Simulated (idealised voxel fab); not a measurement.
process module | voxel self aligned contacts
cross-section cut | 280 nm wide | cells 5 nm
A cross-section is a grid of square cells, given in bands from the top down. A band is one or more rows of cells.
Each band's line starts with the height of the band's top and of its bottom, in nm. Then come its materials from left to right, each with its width in nm. One material with "throughout" fills the band from edge to edge. "air" is empty space.
Height 0 is the level under which the wafer as received is all one material. The lowest band goes on downwards, as in "0 down".
A width such as "30 to 40" changes by the same amount from each row of cells to the next, from the band's top row to its bottom row.
"no change" after a step means that no cell of the cross-section changed.
closed voids: empty space of 8 cells or more with no open way to the top, each as width x height at its distance from the left edge, in nm
after a step's settings: what the simulator itself notes on the step
overlay nm, on a step with a mask: how far to the right of its planned place the mask lay; to the left if negative
plan
1 op RECEIVE | material Si
2 op CONFORMAL_DEP | material SiO2 | thk nm 5
3 op DIRECTIONAL_DEP | material polySi | thk nm 20
4 op DIRECTIONAL_DEP | material SiN | thk nm 20
5 op MASKED_ETCH | tone cover | mask id GATE | width nm 30 | pitch nm 65 | etch materials SiN | depth nm 20 | overlay nm 0
6 op MASKED_ETCH | tone cover | mask id GATE | width nm 30 | pitch nm 65 | etch materials polySi | depth nm 20 | overlay nm 0
7 op CONFORMAL_DEP | material SiN | thk nm 10
8 op DIRECTIONAL_ETCH | etch materials SiN | depth nm 10
9 op FILL_DEP | material SiO2 | thk nm 15
10 op CMP | height nm 50
11 op PATTERN | tone open | mask id CONTACT | material resist | width nm 45 | pitch nm 65 | thk nm 15 | overlay nm 0
12 op DIRECTIONAL_ETCH | etch materials SiO2 | depth nm 50
13 op STRIP | etch materials resist
14 op CONFORMAL_DEP | material TiN | thk nm 5
15 op FILL_DEP | material Ru | thk nm 10
16 op CMP | height nm 50
17 op CONFORMAL_DEP | material SiN | thk nm 5
first wafer, as planned
as received, after step 1
  0 down: Si throughout
  closed voids: none
after step 2
  5 to 0: SiO2 throughout
  below 0: unchanged
after step 3
  25 to 5: polySi throughout
  below 5: unchanged
after step 4
  45 to 25: SiN throughout
  below 25: unchanged
after step 5
  45 to 25: air 60 | SiN 30 | air 35 | SiN 30 | air 35 | SiN 30 | air 60
  below 25: unchanged
after step 6
  45 to 25: air 60 | SiN 30 | air 35 | SiN 30 | air 35 | SiN 30 | air 60
  25 to 5: air 60 | polySi 30 | air 35 | polySi 30 | air 35 | polySi 30 | air 60
  below 5: unchanged
after step 7
  55 to 25: air 50 | SiN 50 | air 15 | SiN 50 | air 15 | SiN 50 | air 50
  25 to 15: air 50 | SiN 10 | polySi 30 | SiN 10 | air 15 | SiN 10 | polySi 30 | SiN 10 | air 15 | SiN 10 | polySi 30 | SiN 10 | air 50
  15 to 5: SiN 60 | polySi 30 | SiN 35 | polySi 30 | SiN 35 | polySi 30 | SiN 60
  below 5: unchanged
after step 8
  45 to 25: air 50 | SiN 50 | air 15 | SiN 50 | air 15 | SiN 50 | air 50
  25 to 5: air 50 | SiN 10 | polySi 30 | SiN 10 | air 15 | SiN 10 | polySi 30 | SiN 10 | air 15 | SiN 10 | polySi 30 | SiN 10 | air 50
  below 5: unchanged
after step 9
  60 to 45: SiO2 throughout
  45 to 25: SiO2 50 | SiN 50 | SiO2 15 | SiN 50 | SiO2 15 | SiN 50 | SiO2 50
  25 to 5: SiO2 50 | SiN 10 | polySi 30 | SiN 10 | SiO2 15 | SiN 10 | polySi 30 | SiN 10 | SiO2 15 | SiN 10 | polySi 30 | SiN 10 | SiO2 50
  below 5: unchanged
after step 10
  50 to 45: SiO2 throughout
  below 45: unchanged
after step 11
  65 to 50: resist 85 | air 45 | resist 20 | air 45 | resist 85
  below 50: unchanged
after step 12
  65 to 50: resist 85 | air 45 | resist 20 | air 45 | resist 85
  50 to 45: SiO2 85 | air 45 | SiO2 20 | air 45 | SiO2 85
  45 to 25: SiO2 50 | SiN 50 | air 15 | SiN 50 | air 15 | SiN 50 | SiO2 50
  25 to 5: SiO2 50 | SiN 10 | polySi 30 | SiN 10 | air 15 | SiN 10 | polySi 30 | SiN 10 | air 15 | SiN 10 | polySi 30 | SiN 10 | SiO2 50
  5 to 0: SiO2 100 | air 15 | SiO2 50 | air 15 | SiO2 100
  below 0: unchanged
after step 13
  50 to 45: SiO2 85 | air 45 | SiO2 20 | air 45 | SiO2 85
  below 45: unchanged
after step 14
  55 to 50: TiN 90 | air 35 | TiN 30 | air 35 | TiN 90
  50 to 45: SiO2 85 | TiN 20 | air 5 | TiN 20 | SiO2 20 | TiN 20 | air 5 | TiN 20 | SiO2 85
  45 to 25: SiO2 50 | SiN 50 | TiN 5 | air 5 | TiN 5 | SiN 50 | TiN 5 | air 5 | TiN 5 | SiN 50 | SiO2 50
  25 to 5: SiO2 50 | SiN 10 | polySi 30 | SiN 10 | TiN 5 | air 5 | TiN 5 | SiN 10 | polySi 30 | SiN 10 | TiN 5 | air 5 | TiN 5 | SiN 10 | polySi 30 | SiN 10 | SiO2 50
  5 to 0: SiO2 100 | TiN 15 | SiO2 50 | TiN 15 | SiO2 100
  below 0: unchanged
after step 15
  65 to 55: Ru throughout
  55 to 50: TiN 90 | Ru 35 | TiN 30 | Ru 35 | TiN 90
  50 to 45: SiO2 85 | TiN 20 | Ru 5 | TiN 20 | SiO2 20 | TiN 20 | Ru 5 | TiN 20 | SiO2 85
  45 to 25: SiO2 50 | SiN 50 | TiN 5 | Ru 5 | TiN 5 | SiN 50 | TiN 5 | Ru 5 | TiN 5 | SiN 50 | SiO2 50
  25 to 5: SiO2 50 | SiN 10 | polySi 30 | SiN 10 | TiN 5 | Ru 5 | TiN 5 | SiN 10 | polySi 30 | SiN 10 | TiN 5 | Ru 5 | TiN 5 | SiN 10 | polySi 30 | SiN 10 | SiO2 50
  below 5: unchanged
after step 16
  50 to 45: SiO2 85 | TiN 20 | Ru 5 | TiN 20 | SiO2 20 | TiN 20 | Ru 5 | TiN 20 | SiO2 85
  below 45: unchanged
after step 17
  55 to 50: SiN throughout
  below 50: unchanged
second wafer: like start, like plan, one mistake. Through step 4 it matches the first wafer
when step 5 should have ended
  45 to 25: SiN 60 | air 30 | SiN 35 | air 30 | SiN 35 | air 30 | SiN 60
  below 25: unchanged
when step 6 should have ended: no change
when step 7 should have ended
  55 to 35: SiN 70 | air 10 | SiN 55 | air 10 | SiN 55 | air 10 | SiN 70
  35 to 25: SiN throughout
  below 25: unchanged
when step 8 should have ended
  45 to 25: SiN 70 | air 10 | SiN 55 | air 10 | SiN 55 | air 10 | SiN 70
  below 25: unchanged
when step 9 should have ended
  60 to 45: SiO2 throughout
  45 to 25: SiN 70 | SiO2 10 | SiN 55 | SiO2 10 | SiN 55 | SiO2 10 | SiN 70
  below 25: unchanged
when step 10 should have ended
  50 to 45: SiO2 throughout
  below 45: unchanged
when step 11 should have ended
  65 to 50: resist 85 | air 45 | resist 20 | air 45 | resist 85
  below 50: unchanged
when step 12 should have ended
  65 to 50: resist 85 | air 45 | resist 20 | air 45 | resist 85
  50 to 45: SiO2 85 | air 45 | SiO2 20 | air 45 | SiO2 85
  below 45: unchanged
when step 13 should have ended
  50 to 45: SiO2 85 | air 45 | SiO2 20 | air 45 | SiO2 85
  below 45: unchanged
when step 14 should have ended
  55 to 50: TiN 90 | air 35 | TiN 30 | air 35 | TiN 90
  50 to 45: SiO2 85 | TiN 45 | SiO2 20 | TiN 45 | SiO2 85
  below 45: unchanged
when step 15 should have ended
  65 to 55: Ru throughout
  55 to 50: TiN 90 | Ru 35 | TiN 30 | Ru 35 | TiN 90
  below 50: unchanged
when step 16 should have ended
  50 to 45: SiO2 85 | TiN 45 | SiO2 20 | TiN 45 | SiO2 85
  below 45: unchanged
when step 17 should have ended
  55 to 50: SiN throughout
  below 50: unchanged
what went wrong: step 5 ran as: op MASKED_ETCH | tone open | mask id GATE | width nm 30 | pitch nm 65 | etch materials SiN | depth nm 20 | overlay nm 0
at the end the second wafer has, in cells: 18 fewer of Ru | 32 more of SiN | 130 fewer of SiO2 | 36 fewer of TiN | 152 more of polySi
